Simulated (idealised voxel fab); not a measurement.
Process module, titled voxel gate over fins
Displayed cross-section: cut, width of 220 nm, square cells sized 5 nm.
Reading order for cross-sections: top band down to bottom band. Underlying form: a grid of square cells. Band size: one or more rows of cells. The entry gives the band's vertical extent as a top height and a bottom height in nm, then its horizontal make-up as materials from left to right, each with a width in nm. "empty" stands for empty space; a single material marked "throughout" fills the band edge to edge. Ref level 0: as-received wafer is one material below here. Bottom band extends down with no lower bound ("z 0 and below"). The width entry "30->40" should be interpreted row by row: the top row of cells in the band takes the first number, the bottom row takes the second number, and the change between adjacent rows is uniform throughout. "everything unchanged" -> step changed no cross-section cell. The entry "Closed void roster" lists the empty spaces that cover at least 8 cells and have no open path to the top. Each is written as width x height at distance, where the distance is measured from the left edge and all three values are in nm. It should be noted that, on the line of a given step, the content following the step's settings is a remark produced by the simulator itself with respect to that step. "overlay nm", when on a step's line for a step with a mask, measures how far to the right of its planned place the mask lay; a negative measure means to the left.

List of planned process steps
1) RECEIVE with material Si
2) CONFORMAL_DEP with material SiN, thk nm 10
3) PATTERN with tone cover, mask id FINS, material resist, width nm 15, pitch nm 45, thk nm 15, overlay nm 0
4) DIRECTIONAL_ETCH with etch materials SiN, depth nm 10
5) DIRECTIONAL_ETCH with etch materials Si, depth nm 40
6) STRIP with etch materials resist
7) FILL_DEP with material SiO2, thk nm 15
8) CMP with height nm 10
9) SELECTIVE_ETCH with etch materials SiO2, depth nm 20
10) STRIP with etch materials SiN
11) CONFORMAL_DEP with material HfO2, thk nm 5
12) CONFORMAL_DEP with material TiN, thk nm 5
13) CONFORMAL_DEP with material TiAl, thk nm 5
14) CONFORMAL_DEP with material TiN, thk nm 5
15) FILL_DEP with material W, thk nm 15
16) CMP with height nm 30
17) CONFORMAL_DEP with material SiCN, thk nm 10

So this is the incoming wafer in cross-section - it's already been through step 1
    z 0 and below: Si throughout
    Closed void roster: none

The first of two wafers, cross-sectioned at the end of the module, with the run proceeding as planned
    z 40 to 30: SiCN throughout
    z 30 to 20: W throughout
    z 20 to 15: 15 nm W, then 190 nm TiN, then 15 nm W
    z 15 to 10: 15 nm W, then 5 nm TiN, then 180 nm TiAl, then 5 nm TiN, then 15 nm W
    z 10 to 5: 20 nm TiN, then 5 nm TiAl, then 35 nm TiN, then 10 nm TiAl, then 35 nm TiN, then 10 nm TiAl, then 35 nm TiN, then 10 nm TiAl, then 35 nm TiN, then 5 nm TiAl, then 20 nm TiN
    z 5 to 0: 25 nm TiAl, then 5 nm TiN, then 25 nm HfO2, then 5 nm TiN, then 10 nm TiAl, then 5 nm TiN, then 25 nm HfO2, then 5 nm TiN, then 10 nm TiAl, then 5 nm TiN, then 25 nm HfO2, then 5 nm TiN, then 10 nm TiAl, then 5 nm TiN, then 25 nm HfO2, then 5 nm TiN, then 25 nm TiAl
    z 0 to -5: 30 nm TiN, then 5 nm HfO2, then 15 nm Si, then 5 nm HfO2, then 20 nm TiN, then 5 nm HfO2, then 15 nm Si, then 5 nm HfO2, then 20 nm TiN, then 5 nm HfO2, then 15 nm Si, then 5 nm HfO2, then 20 nm TiN, then 5 nm HfO2, then 15 nm Si, then 5 nm HfO2, then 30 nm TiN
    z -5 to -10: 35 nm HfO2, then 15 nm Si, then 30 nm HfO2, then 15 nm Si, then 30 nm HfO2, then 15 nm Si, then 30 nm HfO2, then 15 nm Si, then 35 nm HfO2
    z -10 to -40: 35 nm SiO2, then 15 nm Si, then 30 nm SiO2, then 15 nm Si, then 30 nm SiO2, then 15 nm Si, then 30 nm SiO2, then 15 nm Si, then 35 nm SiO2
    z -40 and below: Si throughout
    Closed void roster: none

The second wafer, shown in cross-section after the module: started the same way as the first and given the same plan, yet one mistake crept into how it was run
    z 40 to 30: SiCN throughout
    z 30 to 20: W throughout
    z 20 to 15: 15 nm W, then 190 nm TiN, then 15 nm W
    z 15 to 10: 15 nm W, then 5 nm TiN, then 180 nm TiAl, then 5 nm TiN, then 15 nm W
    z 10 to 5: 20 nm TiN, then 5 nm TiAl, then 35 nm HfO2, then 10 nm TiAl, then 35 nm HfO2, then 10 nm TiAl, then 35 nm HfO2, then 10 nm TiAl, then 35 nm HfO2, then 5 nm TiAl, then 20 nm TiN
    z 5 to 0: 25 nm TiAl, then 5 nm HfO2, then 25 nm TiN, then 5 nm HfO2, then 10 nm TiAl, then 5 nm HfO2, then 25 nm TiN, then 5 nm HfO2, then 10 nm TiAl, then 5 nm HfO2, then 25 nm TiN, then 5 nm HfO2, then 10 nm TiAl, then 5 nm HfO2, then 25 nm TiN, then 5 nm HfO2, then 25 nm TiAl
    z 0 to -5: 30 nm HfO2, then 5 nm TiN, then 15 nm Si, then 5 nm TiN, then 20 nm HfO2, then 5 nm TiN, then 15 nm Si, then 5 nm TiN, then 20 nm HfO2, then 5 nm TiN, then 15 nm Si, then 5 nm TiN, then 20 nm HfO2, then 5 nm TiN, then 15 nm Si, then 5 nm TiN, then 30 nm HfO2
    z -5 to -10: 35 nm TiN, then 15 nm Si, then 30 nm TiN, then 15 nm Si, then 30 nm TiN, then 15 nm Si, then 30 nm TiN, then 15 nm Si, then 35 nm TiN
    z -10 to -40: 35 nm SiO2, then 15 nm Si, then 30 nm SiO2, then 15 nm Si, then 30 nm SiO2, then 15 nm Si, then 30 nm SiO2, then 15 nm Si, then 35 nm SiO2
    z -40 and below: Si throughout
    Closed void roster: none
Nonconformance to the process plan: plan vs actual: 11 and 12 interchanged
Tallied in cells, the final second wafer holds each material in the same quantity as the first, although not at the same places.
